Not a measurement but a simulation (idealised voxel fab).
The name of this process module is voxel tone inversion.
Shown is cross-section cut, with a width of 165 nm and square cells of size 5 nm.
Throughout this document, each cross-section is represented as a grid of square cells and is presented as a sequence of bands enumerated from the top downward, where a band comprises one or more rows of cells.
Per band: top height and bottom height in nm, followed by the left-to-right materials and their widths in nm; "full width" marks a single material spanning edge to edge, "empty" marks empty space.
Height reference: 0 = level under which incoming wafer is all one material. Lowest band: no bottom, runs on downward, e.g. "z 0 and below".
Width: "30->40" (first number = top row, second number = bottom row, same change from row to row of cells).
Take "everything unchanged" at face value: in the step it is given for, the cross-section changed in none of its cells.
Empty spaces counting at least 8 cells and having no open way to the top are listed in "Voids, fully enclosed". The notation width x height at distance is used for each, the distance being from the left edge and all three values in nm.
Note: text after step settings on the step line = simulator remark on that step.
overlay nm, on a step with a mask: how far to the right of its planned place the mask lay; to the left if negative
[Planned process steps]
1,RECEIVE (material Si)
2,CONFORMAL_DEP (material SiCN; thk nm 5)
3,DIRECTIONAL_DEP (material polySi; thk nm 15)
4,PATTERN (tone cover; mask id POSTS; material resist; width nm 15; pitch nm 40; thk nm 20; overlay nm 0)
5,DIRECTIONAL_ETCH (etch materials polySi; depth nm 15)
6,STRIP (etch materials resist)
7,FILL_DEP (material SiO2; thk nm 5)
8,CMP (height nm 20)
9,STRIP (etch materials polySi)
[As-received wafer cross-section (after step 1)]
- z 0 and below | Si full width
- Voids, fully enclosed: none
[Cross-section taken at module completion on the first of two wafers; processed per the plan]
- z 20 to 5 | SiO2 55 nm; empty 15 nm; SiO2 25 nm; empty 15 nm; SiO2 55 nm
- z 5 to 0 | SiCN full width
- z 0 and below | Si full width
- Voids, fully enclosed: none
[Now the second wafer, cross-sectioned at the end of the module. Nothing different at the start, nothing different in the plan compared with the first, just one mistake when it was actually run]
- z 20 to 5 | empty 55 nm; SiO2 15 nm; empty 25 nm; SiO2 15 nm; empty 55 nm
- z 5 to 0 | SiCN full width
- z 0 and below | Si full width
- Voids, fully enclosed: none
Plan not followed: planned and actual differ for step 4; actual: PATTERN (tone open; mask id POSTS; material resist; width nm 15; pitch nm 40; thk nm 20; overlay nm 0)
Final difference in cells, second wafer against first, listed per material as more or fewer: 63 fewer of SiO2
